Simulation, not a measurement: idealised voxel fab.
Process module heading - voxel air gaps
Displayed cross-section: cut, width of 185 nm, square cells sized 5 nm.
Format of a cross-section: grid, square cells. Given as bands. Order: top down. Band: one or more rows of cells. Quick guide to a band line: top height, bottom height (nm) up front; then every material left to right with its width in nm. Only one material and it's marked "full width"? Then it fills the band edge to edge. And "empty" just means empty space. The level at which height equals 0 is the one under which the wafer, as it arrives, is entirely one material. No lower edge exists for the bottom band, which continues downward and is notated as in "0 down". It should be noted that a width expressed as "30..40" varies in equal increments from row to row of cells within the band, taking the value of the first number at the top row and that of the second number at the bottom row. Where a step carries "all unchanged", the cross-section came out of it unchanged, cell for cell. The entry titled "Closed void catalog" provides the empty spaces that have no open way to the top, restricted to those of 8 cells or more. Each is presented as width x height at distance, the distance being measured from the left edge, with all three in nm. Formally, on a step line, whatever follows the settings is a remark that the simulator itself makes on the step. The setting "overlay nm" may be written on the line of a step. When the step uses a mask, the value reports how far to the right of the planned place the mask lay, and a negative value reports that it lay to the left.

Set out below are the planned steps of the process
step 1: RECEIVE with material Si
step 2: CONFORMAL_DEP with material SiO2, thk nm 10
step 3: CONFORMAL_DEP with material SiN, thk nm 5
step 4: DIRECTIONAL_DEP with material lowk, thk nm 30
step 5: PATTERN with tone open, mask id LINES, material resist, width nm 20, pitch nm 45, thk nm 15, overlay nm 0
step 6: DIRECTIONAL_ETCH with etch materials lowk, depth nm 30
step 7: STRIP with etch materials resist
step 8: CONFORMAL_DEP with material TiN, thk nm 5
step 9: FILL_DEP with material W, thk nm 10
step 10: CMP with height nm 45
step 11: EPI with material Ru, thk nm 10
step 12: SELECTIVE_ETCH with etch materials lowk, depth nm 40
step 13: CONFORMAL_DEP with material SiN, thk nm 5

Cross-section of the wafer upon arrival, representing the state reached after step 1
- 0 down | Si full width
- Closed void catalog: none

End-of-module cross-section of the first of two wafers, processed as planned
- 60 to 55 | empty 20 nm  SiN 140 nm  empty 25 nm
- 55 to 45 | empty 20 nm  SiN 5 nm  Ru 40 nm  SiN 5 nm  Ru 40 nm  SiN 5 nm  Ru 40 nm  SiN 5 nm  empty 25 nm
- 45 to 40 | empty 20 nm  SiN 15 nm  TiN 5 nm  W 10 nm  TiN 5 nm  SiN 25 nm  TiN 5 nm  W 10 nm  TiN 5 nm  SiN 25 nm  TiN 5 nm  W 10 nm  TiN 5 nm  SiN 15 nm  empty 25 nm
- 40 to 20 | empty 30 nm  SiN 5 nm  TiN 5 nm  W 10 nm  TiN 5 nm  SiN 5 nm  empty 15 nm  SiN 5 nm  TiN 5 nm  W 10 nm  TiN 5 nm  SiN 5 nm  empty 15 nm  SiN 5 nm  TiN 5 nm  W 10 nm  TiN 5 nm  SiN 5 nm  empty 35 nm
- 20 to 15 | SiN 35 nm  TiN 20 nm  SiN 25 nm  TiN 20 nm  SiN 25 nm  TiN 20 nm  SiN 40 nm
- 15 to 10 | SiN full width
- 10 to 0 | SiO2 full width
- 0 down | Si full width
- Closed void catalog: 15 x 20 at 60; 15 x 20 at 105

Module end: cross-section of wafer two of two. Same start and process plan as the first wafer. One mistake during execution
- 60 to 55 | empty 25 nm  SiN 140 nm  empty 20 nm
- 55 to 45 | empty 25 nm  SiN 5 nm  Ru 40 nm  SiN 5 nm  Ru 40 nm  SiN 5 nm  Ru 40 nm  SiN 5 nm  empty 20 nm
- 45 to 40 | empty 25 nm  SiN 15 nm  TiN 5 nm  W 10 nm  TiN 5 nm  SiN 25 nm  TiN 5 nm  W 10 nm  TiN 5 nm  SiN 25 nm  TiN 5 nm  W 10 nm  TiN 5 nm  SiN 15 nm  empty 20 nm
- 40 to 20 | empty 35 nm  SiN 5 nm  TiN 5 nm  W 10 nm  TiN 5 nm  SiN 5 nm  empty 15 nm  SiN 5 nm  TiN 5 nm  W 10 nm  TiN 5 nm  SiN 5 nm  empty 15 nm  SiN 5 nm  TiN 5 nm  W 10 nm  TiN 5 nm  SiN 5 nm  empty 30 nm
- 20 to 15 | SiN 40 nm  TiN 20 nm  SiN 25 nm  TiN 20 nm  SiN 25 nm  TiN 20 nm  SiN 35 nm
- 15 to 10 | SiN full width
- 10 to 0 | SiO2 full width
- 0 down | Si full width
- Closed void catalog: 15 x 20 at 65; 15 x 20 at 110
Short version of what went wrong: step 5 was not run as planned; what actually ran was PATTERN with tone open, mask id LINES, material resist, width nm 20, pitch nm 45, thk nm 15, overlay nm 5
Tallied in cells, the final second wafer holds each material in the same quantity as the first, although not at the same places.
